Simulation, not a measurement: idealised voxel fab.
The document below concerns the process module designated voxel transistor to metal.
Each square cell in cross-section cut measures 5 nm, and the section as a whole is 210 nm wide.
A cross-section is a grid of square cells, given in bands from the top down. A band is one or more rows of cells.
A band entry consists of two parts. The first gives the height of the band's top and the height of its bottom, in nm. The rest lists the band's materials from left to right, each with its width in nm. A single material labelled with the word "edge to edge" fills the band from edge to edge, and the word "blank" marks empty space.
We count height from 0. Below that, the starting wafer is all one material. The lowest band never ends at the bottom but goes on down; see "0..down" for how that is written.
The two numbers in a width such as "30..40" mark its ends across the band: the first belongs to the top row of cells, the second to the bottom row, and from each row to the next the width moves by the same amount.
It should be understood that the words "changes: none", when stated for a given step, signify that the cross-section underwent no change in any of its cells during that step.
Entry "Closed-off voids" = empty spaces >= 8 cells with no open way to the top; each as width x height at distance, distance from left edge, all nm.
Heads up: the bit after the settings on a step's line is the simulator's remark on that step.
overlay nm: mask offset rightward from planned place, masked step; negative means leftward offset.
PLANNED STEP LIST FOR THE PROCESS
1) RECEIVE: material Si
2) CONFORMAL_DEP: material SiO2, thk nm 5
3) CONFORMAL_DEP: material SiN, thk nm 10
4) DIRECTIONAL_DEP: material aC, thk nm 10
5) PATTERN: tone cover, mask id ACTIVE, material resist, width nm 135, thk nm 30, overlay nm 0
6) DIRECTIONAL_ETCH: etch materials aC, depth nm 10
7) STRIP: etch materials resist
8) DIRECTIONAL_ETCH: etch materials SiN, depth nm 10
9) DIRECTIONAL_ETCH: etch materials SiO2, depth nm 5
10) DIRECTIONAL_ETCH: etch materials Si, depth nm 25
11) STRIP: etch materials aC
12) OXIDIZE: depth nm 5
13) FILL_DEP: material SiO2, thk nm 15
14) CMP: height nm 15
15) SELECTIVE_ETCH: etch materials SiO2, depth nm 5
16) STRIP: etch materials SiN
17) SELECTIVE_ETCH: etch materials SiO2, depth nm 5
18) OXIDIZE: depth nm 5
19) DIRECTIONAL_DEP: material polySi, thk nm 20
20) DIRECTIONAL_DEP: material SiCN, thk nm 15
21) DIRECTIONAL_DEP: material aC, thk nm 10
22) PATTERN: tone cover, mask id GATE, material resist, width nm 35, thk nm 25, overlay nm 0
23) DIRECTIONAL_ETCH: etch materials aC, depth nm 10
24) STRIP: etch materials resist
25) DIRECTIONAL_ETCH: etch materials SiCN, depth nm 25
26) DIRECTIONAL_ETCH: etch materials polySi, depth nm 30
27) STRIP: etch materials aC
28) CONFORMAL_DEP: material SiO2, thk nm 5
29) DIRECTIONAL_ETCH: etch materials SiO2, depth nm 5
30) CONFORMAL_DEP: material SiN, thk nm 5
31) DIRECTIONAL_ETCH: etch materials SiN, depth nm 5
32) DIRECTIONAL_ETCH: etch materials SiO2, depth nm 5
33) EPI: material pSi, thk nm 5
34) FILL_DEP: material SiO2, thk nm 10
35) CMP: height nm 20
36) STRIP: etch materials polySi
37) SELECTIVE_ETCH: etch materials SiO2, depth nm 5
38) CONFORMAL_DEP: material HfO2, thk nm 5
39) CONFORMAL_DEP: material TiN, thk nm 5
40) FILL_DEP: material W, thk nm 10
41) CMP: height nm 15
42) DIRECTIONAL_DEP: material SiO2, thk nm 15
43) MASKED_ETCH: tone open, mask id CONTACT, width nm 20, pitch nm 95, etch materials SiO2, depth nm 30, overlay nm 0
44) CONFORMAL_DEP: material TiN, thk nm 5
45) FILL_DEP: material W, thk nm 10
46) CMP: height nm 30
47) CONFORMAL_DEP: material SiN, thk nm 5
48) DIRECTIONAL_DEP: material SiO2, thk nm 15
49) PATTERN: tone open, mask id METAL_1, material resist, width nm 20, pitch nm 95, thk nm 20, overlay nm 0
50) DIRECTIONAL_ETCH: etch materials SiO2, depth nm 15
51) DIRECTIONAL_ETCH: etch materials SiN, depth nm 5
52) STRIP: etch materials resist
53) CONFORMAL_DEP: material TiN, thk nm 5
54) FILL_DEP: material Cu, thk nm 10
55) CMP: height nm 50
56) EPI: material Ru, thk nm 5
57) FILL_DEP: material SiCN, thk nm 5
FIRST OUT OF TWO WAFERS; RUN WENT TO PLAN
STEP 1 COMPLETE: CROSS-SECTION OF THE WAFER AS RECEIVED
0..down: Si edge to edge
Closed-off voids: none
WAFER AFTER STEP 2 (CROSS-SECTION)
5..0: SiO2 edge to edge
Heights below 0 show no change.
WAFER AFTER STEP 3 (CROSS-SECTION)
15..5: SiN edge to edge
Heights below 5 show no change.
WAFER AFTER STEP 4 (CROSS-SECTION)
25..15: aC edge to edge
Heights below 15 show no change.
WAFER AFTER STEP 5 (CROSS-SECTION)
55..25: 35 nm blank; 135 nm resist; 40 nm blank
Heights below 25 show no change.
WAFER AFTER STEP 6 (CROSS-SECTION)
45..25: 35 nm blank; 135 nm resist; 40 nm blank
25..15: 35 nm blank; 135 nm aC; 40 nm blank
Heights below 15 show no change.
WAFER AFTER STEP 7 (CROSS-SECTION)
25..15: 35 nm blank; 135 nm aC; 40 nm blank
Heights below 15 show no change.
WAFER AFTER STEP 8 (CROSS-SECTION)
25..15: 35 nm blank; 135 nm aC; 40 nm blank
15..5: 35 nm blank; 135 nm SiN; 40 nm blank
Heights below 5 show no change.
WAFER AFTER STEP 9 (CROSS-SECTION)
25..15: 35 nm blank; 135 nm aC; 40 nm blank
15..5: 35 nm blank; 135 nm SiN; 40 nm blank
5..0: 35 nm blank; 135 nm SiO2; 40 nm blank
Heights below 0 show no change.
WAFER AFTER STEP 10 (CROSS-SECTION)
25..15: 35 nm blank; 135 nm aC; 40 nm blank
15..5: 35 nm blank; 135 nm SiN; 40 nm blank
5..0: 35 nm blank; 135 nm SiO2; 40 nm blank
0..-25: 35 nm blank; 135 nm Si; 40 nm blank
Heights below -25 show no change.
WAFER AFTER STEP 11 (CROSS-SECTION)
15..5: 35 nm blank; 135 nm SiN; 40 nm blank
Heights below 5 show no change.
WAFER AFTER STEP 12 (CROSS-SECTION)
15..5: 35 nm blank; 135 nm SiN; 40 nm blank
5..0: 35 nm blank; 135 nm SiO2; 40 nm blank
0..-25: 35 nm blank; 5 nm SiO2; 125 nm Si; 5 nm SiO2; 40 nm blank
-25..-30: 40 nm SiO2; 125 nm Si; 45 nm SiO2
Heights below -30 show no change.
WAFER AFTER STEP 13 (CROSS-SECTION)
30..15: SiO2 edge to edge
15..5: 35 nm SiO2; 135 nm SiN; 40 nm SiO2
5..0: SiO2 edge to edge
0..-30: 40 nm SiO2; 125 nm Si; 45 nm SiO2
Heights below -30 show no change.
WAFER AFTER STEP 14 (CROSS-SECTION)
15..5: 35 nm SiO2; 135 nm SiN; 40 nm SiO2
Heights below 5 show no change.
WAFER AFTER STEP 15 (CROSS-SECTION)
15..10: 35 nm blank; 135 nm SiN; 40 nm blank
Heights below 10 show no change.
WAFER AFTER STEP 16 (CROSS-SECTION)
10..5: 35 nm SiO2; 135 nm blank; 40 nm SiO2
Heights below 5 show no change.
WAFER AFTER STEP 17 (CROSS-SECTION)
5..0: 30 nm SiO2; 145 nm blank; 35 nm SiO2
Heights below 0 show no change.
WAFER AFTER STEP 18 (CROSS-SECTION)
5..0: 30 nm SiO2; 145 nm blank; 35 nm SiO2
0..-5: SiO2 edge to edge
Heights below -5 show no change.
WAFER AFTER STEP 19 (CROSS-SECTION)
25..20: 30 nm polySi; 145 nm blank; 35 nm polySi
20..5: polySi edge to edge
5..0: 30 nm SiO2; 145 nm polySi; 35 nm SiO2
Heights below 0 show no change.
WAFER AFTER STEP 20 (CROSS-SECTION)
40..35: 30 nm SiCN; 145 nm blank; 35 nm SiCN
35..25: SiCN edge to edge
25..20: 30 nm polySi; 145 nm SiCN; 35 nm polySi
Heights below 20 show no change.
WAFER AFTER STEP 21 (CROSS-SECTION)
50..45: 30 nm aC; 145 nm blank; 35 nm aC
45..40: aC edge to edge
40..35: 30 nm SiCN; 145 nm aC; 35 nm SiCN
Heights below 35 show no change.
WAFER AFTER STEP 22 (CROSS-SECTION)
75..50: 85 nm blank; 35 nm resist; 90 nm blank
50..45: 30 nm aC; 55 nm blank; 35 nm resist; 55 nm blank; 35 nm aC
Heights below 45 show no change.
WAFER AFTER STEP 23 (CROSS-SECTION)
65..45: 85 nm blank; 35 nm resist; 90 nm blank
45..40: 85 nm blank; 35 nm aC; 90 nm blank
40..35: 30 nm SiCN; 55 nm blank; 35 nm aC; 55 nm blank; 35 nm SiCN
Heights below 35 show no change.
WAFER AFTER STEP 24 (CROSS-SECTION)
45..40: 85 nm blank; 35 nm aC; 90 nm blank
Heights below 40 show no change.
WAFER AFTER STEP 25 (CROSS-SECTION)
45..35: 85 nm blank; 35 nm aC; 90 nm blank
35..25: 85 nm blank; 35 nm SiCN; 90 nm blank
25..20: 30 nm polySi; 55 nm blank; 35 nm SiCN; 55 nm blank; 35 nm polySi
Heights below 20 show no change.
WAFER AFTER STEP 26 (CROSS-SECTION)
45..35: 85 nm blank; 35 nm aC; 90 nm blank
35..20: 85 nm blank; 35 nm SiCN; 90 nm blank
20..5: 85 nm blank; 35 nm polySi; 90 nm blank
5..0: 30 nm SiO2; 55 nm blank; 35 nm polySi; 55 nm blank; 35 nm SiO2
Heights below 0 show no change.
WAFER AFTER STEP 27 (CROSS-SECTION)
35..20: 85 nm blank; 35 nm SiCN; 90 nm blank
Heights below 20 show no change.
WAFER AFTER STEP 28 (CROSS-SECTION)
40..35: 80 nm blank; 45 nm SiO2; 85 nm blank
35..20: 80 nm blank; 5 nm SiO2; 35 nm SiCN; 5 nm SiO2; 85 nm blank
20..10: 80 nm blank; 5 nm SiO2; 35 nm polySi; 5 nm SiO2; 85 nm blank
10..5: 35 nm SiO2; 45 nm blank; 5 nm SiO2; 35 nm polySi; 5 nm SiO2; 45 nm blank; 40 nm SiO2
5..0: 85 nm SiO2; 35 nm polySi; 90 nm SiO2
Heights below 0 show no change.
WAFER AFTER STEP 29 (CROSS-SECTION)
35..20: 80 nm blank; 5 nm SiO2; 35 nm SiCN; 5 nm SiO2; 85 nm blank
20..5: 80 nm blank; 5 nm SiO2; 35 nm polySi; 5 nm SiO2; 85 nm blank
5..0: 35 nm SiO2; 45 nm blank; 5 nm SiO2; 35 nm polySi; 5 nm SiO2; 45 nm blank; 40 nm SiO2
Heights below 0 show no change.
WAFER AFTER STEP 30 (CROSS-SECTION)
40..35: 75 nm blank; 55 nm SiN; 80 nm blank
35..20: 75 nm blank; 5 nm SiN; 5 nm SiO2; 35 nm SiCN; 5 nm SiO2; 5 nm SiN; 80 nm blank
20..10: 75 nm blank; 5 nm SiN; 5 nm SiO2; 35 nm polySi; 5 nm SiO2; 5 nm SiN; 80 nm blank
10..5: 40 nm SiN; 35 nm blank; 5 nm SiN; 5 nm SiO2; 35 nm polySi; 5 nm SiO2; 5 nm SiN; 35 nm blank; 45 nm SiN
5..0: 35 nm SiO2; 45 nm SiN; 5 nm SiO2; 35 nm polySi; 5 nm SiO2; 45 nm SiN; 40 nm SiO2
Heights below 0 show no change.
WAFER AFTER STEP 31 (CROSS-SECTION)
35..20: 75 nm blank; 5 nm SiN; 5 nm SiO2; 35 nm SiCN; 5 nm SiO2; 5 nm SiN; 80 nm blank
20..5: 75 nm blank; 5 nm SiN; 5 nm SiO2; 35 nm polySi; 5 nm SiO2; 5 nm SiN; 80 nm blank
5..0: 35 nm SiO2; 5 nm SiN; 35 nm blank; 5 nm SiN; 5 nm SiO2; 35 nm polySi; 5 nm SiO2; 5 nm SiN; 35 nm blank; 5 nm SiN; 40 nm SiO2
Heights below 0 show no change.
WAFER AFTER STEP 32 (CROSS-SECTION)
35..30: 75 nm blank; 5 nm SiN; 5 nm blank; 35 nm SiCN; 5 nm blank; 5 nm SiN; 80 nm blank
30..20: 75 nm blank; 5 nm SiN; 5 nm SiO2; 35 nm SiCN; 5 nm SiO2; 5 nm SiN; 80 nm blank
20..5: 75 nm blank; 5 nm SiN; 5 nm SiO2; 35 nm polySi; 5 nm SiO2; 5 nm SiN; 80 nm blank
5..0: 35 nm blank; 5 nm SiN; 35 nm blank; 5 nm SiN; 5 nm SiO2; 35 nm polySi; 5 nm SiO2; 5 nm SiN; 35 nm blank; 5 nm SiN; 40 nm blank
0..-5: 40 nm SiO2; 35 nm blank; 55 nm SiO2; 35 nm blank; 45 nm SiO2
Heights below -5 show no change.
WAFER AFTER STEP 33 (CROSS-SECTION)
35..30: 75 nm blank; 5 nm SiN; 5 nm blank; 35 nm SiCN; 5 nm blank; 5 nm SiN; 80 nm blank
30..20: 75 nm blank; 5 nm SiN; 5 nm SiO2; 35 nm SiCN; 5 nm SiO2; 5 nm SiN; 80 nm blank
20..5: 75 nm blank; 5 nm SiN; 5 nm SiO2; 35 nm polySi; 5 nm SiO2; 5 nm SiN; 80 nm blank
5..0: 35 nm blank; 5 nm SiN; 35 nm blank; 5 nm SiN; 5 nm SiO2; 35 nm polySi; 5 nm SiO2; 5 nm SiN; 35 nm blank; 5 nm SiN; 40 nm blank
0..-5: 40 nm SiO2; 35 nm pSi; 55 nm SiO2; 35 nm pSi; 45 nm SiO2
Heights below -5 show no change.
WAFER AFTER STEP 34 (CROSS-SECTION)
45..35: SiO2 edge to edge
35..20: 75 nm SiO2; 5 nm SiN; 5 nm SiO2; 35 nm SiCN; 5 nm SiO2; 5 nm SiN; 80 nm SiO2
20..5: 75 nm SiO2; 5 nm SiN; 5 nm SiO2; 35 nm polySi; 5 nm SiO2; 5 nm SiN; 80 nm SiO2
5..0: 35 nm SiO2; 5 nm SiN; 35 nm SiO2; 5 nm SiN; 5 nm SiO2; 35 nm polySi; 5 nm SiO2; 5 nm SiN; 35 nm SiO2; 5 nm SiN; 40 nm SiO2
Heights below 0 show no change.
WAFER AFTER STEP 35 (CROSS-SECTION)
20..5: 75 nm SiO2; 5 nm SiN; 5 nm SiO2; 35 nm polySi; 5 nm SiO2; 5 nm SiN; 80 nm SiO2
Heights below 5 show no change.
WAFER AFTER STEP 36 (CROSS-SECTION)
20..5: 75 nm SiO2; 5 nm SiN; 5 nm SiO2; 35 nm blank; 5 nm SiO2; 5 nm SiN; 80 nm SiO2
5..0: 35 nm SiO2; 5 nm SiN; 35 nm SiO2; 5 nm SiN; 5 nm SiO2; 35 nm blank; 5 nm SiO2; 5 nm SiN; 35 nm SiO2; 5 nm SiN; 40 nm SiO2
Heights below 0 show no change.
WAFER AFTER STEP 37 (CROSS-SECTION)
20..15: 75 nm blank; 5 nm SiN; 45 nm blank; 5 nm SiN; 80 nm blank
15..5: 75 nm SiO2; 5 nm SiN; 45 nm blank; 5 nm SiN; 80 nm SiO2
5..0: 35 nm SiO2; 5 nm SiN; 35 nm SiO2; 5 nm SiN; 45 nm blank; 5 nm SiN; 35 nm SiO2; 5 nm SiN; 40 nm SiO2
0..-5: 40 nm SiO2; 35 nm pSi; 5 nm SiO2; 45 nm blank; 5 nm SiO2; 35 nm pSi; 45 nm SiO2
Heights below -5 show no change.
WAFER AFTER STEP 38 (CROSS-SECTION)
25..20: 70 nm blank; 15 nm HfO2; 35 nm blank; 15 nm HfO2; 75 nm blank
20..15: 75 nm HfO2; 5 nm SiN; 5 nm HfO2; 35 nm blank; 5 nm HfO2; 5 nm SiN; 80 nm HfO2
15..5: 75 nm SiO2; 5 nm SiN; 5 nm HfO2; 35 nm blank; 5 nm HfO2; 5 nm SiN; 80 nm SiO2
5..0: 35 nm SiO2; 5 nm SiN; 35 nm SiO2; 5 nm SiN; 5 nm HfO2; 35 nm blank; 5 nm HfO2; 5 nm SiN; 35 nm SiO2; 5 nm SiN; 40 nm SiO2
0..-5: 40 nm SiO2; 35 nm pSi; 5 nm SiO2; 45 nm HfO2; 5 nm SiO2; 35 nm pSi; 45 nm SiO2
Heights below -5 show no change.
WAFER AFTER STEP 39 (CROSS-SECTION)
30..25: 65 nm blank; 25 nm TiN; 25 nm blank; 25 nm TiN; 70 nm blank
25..20: 70 nm TiN; 15 nm HfO2; 5 nm TiN; 25 nm blank; 5 nm TiN; 15 nm HfO2; 75 nm TiN
20..15: 75 nm HfO2; 5 nm SiN; 5 nm HfO2; 5 nm TiN; 25 nm blank; 5 nm TiN; 5 nm HfO2; 5 nm SiN; 80 nm HfO2
15..5: 75 nm SiO2; 5 nm SiN; 5 nm HfO2; 5 nm TiN; 25 nm blank; 5 nm TiN; 5 nm HfO2; 5 nm SiN; 80 nm SiO2
5..0: 35 nm SiO2; 5 nm SiN; 35 nm SiO2; 5 nm SiN; 5 nm HfO2; 35 nm TiN; 5 nm HfO2; 5 nm SiN; 35 nm SiO2; 5 nm SiN; 40 nm SiO2
Heights below 0 show no change.
WAFER AFTER STEP 40 (CROSS-SECTION)
40..30: W edge to edge
30..25: 65 nm W; 25 nm TiN; 25 nm W; 25 nm TiN; 70 nm W
25..20: 70 nm TiN; 15 nm HfO2; 5 nm TiN; 25 nm W; 5 nm TiN; 15 nm HfO2; 75 nm TiN
20..15: 75 nm HfO2; 5 nm SiN; 5 nm HfO2; 5 nm TiN; 25 nm W; 5 nm TiN; 5 nm HfO2; 5 nm SiN; 80 nm HfO2
15..5: 75 nm SiO2; 5 nm SiN; 5 nm HfO2; 5 nm TiN; 25 nm W; 5 nm TiN; 5 nm HfO2; 5 nm SiN; 80 nm SiO2
Heights below 5 show no change.
WAFER AFTER STEP 41 (CROSS-SECTION)
15..5: 75 nm SiO2; 5 nm SiN; 5 nm HfO2; 5 nm TiN; 25 nm W; 5 nm TiN; 5 nm HfO2; 5 nm SiN; 80 nm SiO2
Heights below 5 show no change.
WAFER AFTER STEP 42 (CROSS-SECTION)
30..15: SiO2 edge to edge
Heights below 15 show no change.
WAFER AFTER STEP 43 (CROSS-SECTION)
30..15: 45 nm SiO2; 20 nm blank; 75 nm SiO2; 20 nm blank; 50 nm SiO2
15..5: 45 nm SiO2; 20 nm blank; 10 nm SiO2; 5 nm SiN; 5 nm HfO2; 5 nm TiN; 25 nm W; 5 nm TiN; 5 nm HfO2; 5 nm SiN; 10 nm SiO2; 20 nm blank; 50 nm SiO2
5..0: 35 nm SiO2; 5 nm SiN; 5 nm SiO2; 20 nm blank; 10 nm SiO2; 5 nm SiN; 5 nm HfO2; 35 nm TiN; 5 nm HfO2; 5 nm SiN; 10 nm SiO2; 20 nm blank; 5 nm SiO2; 5 nm SiN; 40 nm SiO2
Heights below 0 show no change.
WAFER AFTER STEP 44 (CROSS-SECTION)
35..30: 50 nm TiN; 10 nm blank; 85 nm TiN; 10 nm blank; 55 nm TiN
30..15: 45 nm SiO2; 5 nm TiN; 10 nm blank; 5 nm TiN; 75 nm SiO2; 5 nm TiN; 10 nm blank; 5 nm TiN; 50 nm SiO2
15..5: 45 nm SiO2; 5 nm TiN; 10 nm blank; 5 nm TiN; 10 nm SiO2; 5 nm SiN; 5 nm HfO2; 5 nm TiN; 25 nm W; 5 nm TiN; 5 nm HfO2; 5 nm SiN; 10 nm SiO2; 5 nm TiN; 10 nm blank; 5 nm TiN; 50 nm SiO2
5..0: 35 nm SiO2; 5 nm SiN; 5 nm SiO2; 20 nm TiN; 10 nm SiO2; 5 nm SiN; 5 nm HfO2; 35 nm TiN; 5 nm HfO2; 5 nm SiN; 10 nm SiO2; 20 nm TiN; 5 nm SiO2; 5 nm SiN; 40 nm SiO2
Heights below 0 show no change.
WAFER AFTER STEP 45 (CROSS-SECTION)
45..35: W edge to edge
35..30: 50 nm TiN; 10 nm W; 85 nm TiN; 10 nm W; 55 nm TiN
30..15: 45 nm SiO2; 5 nm TiN; 10 nm W; 5 nm TiN; 75 nm SiO2; 5 nm TiN; 10 nm W; 5 nm TiN; 50 nm SiO2
15..5: 45 nm SiO2; 5 nm TiN; 10 nm W; 5 nm TiN; 10 nm SiO2; 5 nm SiN; 5 nm HfO2; 5 nm TiN; 25 nm W; 5 nm TiN; 5 nm HfO2; 5 nm SiN; 10 nm SiO2; 5 nm TiN; 10 nm W; 5 nm TiN; 50 nm SiO2
Heights below 5 show no change.
WAFER AFTER STEP 46 (CROSS-SECTION)
30..15: 45 nm SiO2; 5 nm TiN; 10 nm W; 5 nm TiN; 75 nm SiO2; 5 nm TiN; 10 nm W; 5 nm TiN; 50 nm SiO2
Heights below 15 show no change.
WAFER AFTER STEP 47 (CROSS-SECTION)
35..30: SiN edge to edge
Heights below 30 show no change.
WAFER AFTER STEP 48 (CROSS-SECTION)
50..35: SiO2 edge to edge
Heights below 35 show no change.
WAFER AFTER STEP 49 (CROSS-SECTION)
70..50: 45 nm resist; 20 nm blank; 75 nm resist; 20 nm blank; 50 nm resist
Heights below 50 show no change.
WAFER AFTER STEP 50 (CROSS-SECTION)
70..50: 45 nm resist; 20 nm blank; 75 nm resist; 20 nm blank; 50 nm resist
50..35: 45 nm SiO2; 20 nm blank; 75 nm SiO2; 20 nm blank; 50 nm SiO2
Heights below 35 show no change.
WAFER AFTER STEP 51 (CROSS-SECTION)
70..50: 45 nm resist; 20 nm blank; 75 nm resist; 20 nm blank; 50 nm resist
50..35: 45 nm SiO2; 20 nm blank; 75 nm SiO2; 20 nm blank; 50 nm SiO2
35..30: 45 nm SiN; 20 nm blank; 75 nm SiN; 20 nm blank; 50 nm SiN
Heights below 30 show no change.
WAFER AFTER STEP 52 (CROSS-SECTION)
50..35: 45 nm SiO2; 20 nm blank; 75 nm SiO2; 20 nm blank; 50 nm SiO2
Heights below 35 show no change.
WAFER AFTER STEP 53 (CROSS-SECTION)
55..50: 50 nm TiN; 10 nm blank; 85 nm TiN; 10 nm blank; 55 nm TiN
50..35: 45 nm SiO2; 5 nm TiN; 10 nm blank; 5 nm TiN; 75 nm SiO2; 5 nm TiN; 10 nm blank; 5 nm TiN; 50 nm SiO2
35..30: 45 nm SiN; 20 nm TiN; 75 nm SiN; 20 nm TiN; 50 nm SiN
Heights below 30 show no change.
WAFER AFTER STEP 54 (CROSS-SECTION)
65..55: Cu edge to edge
55..50: 50 nm TiN; 10 nm Cu; 85 nm TiN; 10 nm Cu; 55 nm TiN
50..35: 45 nm SiO2; 5 nm TiN; 10 nm Cu; 5 nm TiN; 75 nm SiO2; 5 nm TiN; 10 nm Cu; 5 nm TiN; 50 nm SiO2
Heights below 35 show no change.
WAFER AFTER STEP 55 (CROSS-SECTION)
50..35: 45 nm SiO2; 5 nm TiN; 10 nm Cu; 5 nm TiN; 75 nm SiO2; 5 nm TiN; 10 nm Cu; 5 nm TiN; 50 nm SiO2
Heights below 35 show no change.
WAFER AFTER STEP 56 (CROSS-SECTION)
55..50: 40 nm blank; 30 nm Ru; 65 nm blank; 30 nm Ru; 45 nm blank
Heights below 50 show no change.
WAFER AFTER STEP 57 (CROSS-SECTION)
60..55: SiCN edge to edge
55..50: 40 nm SiCN; 30 nm Ru; 65 nm SiCN; 30 nm Ru; 45 nm SiCN
Heights below 50 show no change.
THE SECOND WAFER: IDENTICAL TO THE FIRST AT THE OUTSET AND IN ITS PLANNED SEQUENCE, DIFFERING ONLY IN THAT ONE MISTAKE WAS MADE DURING PROCESSING; UP TO AND INCLUDING STEP 46, ITS PATH IS THE FIRST WAFER'S PATH
X-SECTION, SECOND WAFER, WHEN STEP 47 WAS DUE TO FINISH
45..30: SiO2 edge to edge
Heights below 30 show no change.
X-SECTION, SECOND WAFER, WHEN STEP 48 WAS DUE TO FINISH
50..45: SiN edge to edge
Heights below 45 show no change.
X-SECTION, SECOND WAFER, WHEN STEP 49 WAS DUE TO FINISH
70..50: 45 nm resist; 20 nm blank; 75 nm resist; 20 nm blank; 50 nm resist
Heights below 50 show no change.
X-section, second wafer, when step 50 was due to finish: changes: none
X-SECTION, SECOND WAFER, WHEN STEP 51 WAS DUE TO FINISH
70..50: 45 nm resist; 20 nm blank; 75 nm resist; 20 nm blank; 50 nm resist
50..45: 45 nm SiN; 20 nm blank; 75 nm SiN; 20 nm blank; 50 nm SiN
Heights below 45 show no change.
X-SECTION, SECOND WAFER, WHEN STEP 52 WAS DUE TO FINISH
50..45: 45 nm SiN; 20 nm blank; 75 nm SiN; 20 nm blank; 50 nm SiN
Heights below 45 show no change.
X-SECTION, SECOND WAFER, WHEN STEP 53 WAS DUE TO FINISH
55..50: 50 nm TiN; 10 nm blank; 85 nm TiN; 10 nm blank; 55 nm TiN
50..45: 45 nm SiN; 20 nm TiN; 75 nm SiN; 20 nm TiN; 50 nm SiN
Heights below 45 show no change.
X-SECTION, SECOND WAFER, WHEN STEP 54 WAS DUE TO FINISH
65..55: Cu edge to edge
55..50: 50 nm TiN; 10 nm Cu; 85 nm TiN; 10 nm Cu; 55 nm TiN
Heights below 50 show no change.
X-SECTION, SECOND WAFER, WHEN STEP 55 WAS DUE TO FINISH
50..45: 45 nm SiN; 20 nm TiN; 75 nm SiN; 20 nm TiN; 50 nm SiN
Heights below 45 show no change.
X-SECTION, SECOND WAFER, WHEN STEP 56 WAS DUE TO FINISH
55..50: 40 nm blank; 30 nm Ru; 65 nm blank; 30 nm Ru; 45 nm blank
Heights below 50 show no change.
X-SECTION, SECOND WAFER, WHEN STEP 57 WAS DUE TO FINISH
60..55: SiCN edge to edge
55..50: 40 nm SiCN; 30 nm Ru; 65 nm SiCN; 30 nm Ru; 45 nm SiCN
Heights below 50 show no change.
The mistake made against the process plan was this: the run placed steps 47 and 48 each in the position the plan gave to the other
Looking at both finished wafers in cells, the second ends up ahead of or behind the first on some materials: Cu: 12 fewer | SiO2: 24 more | TiN: 12 fewer
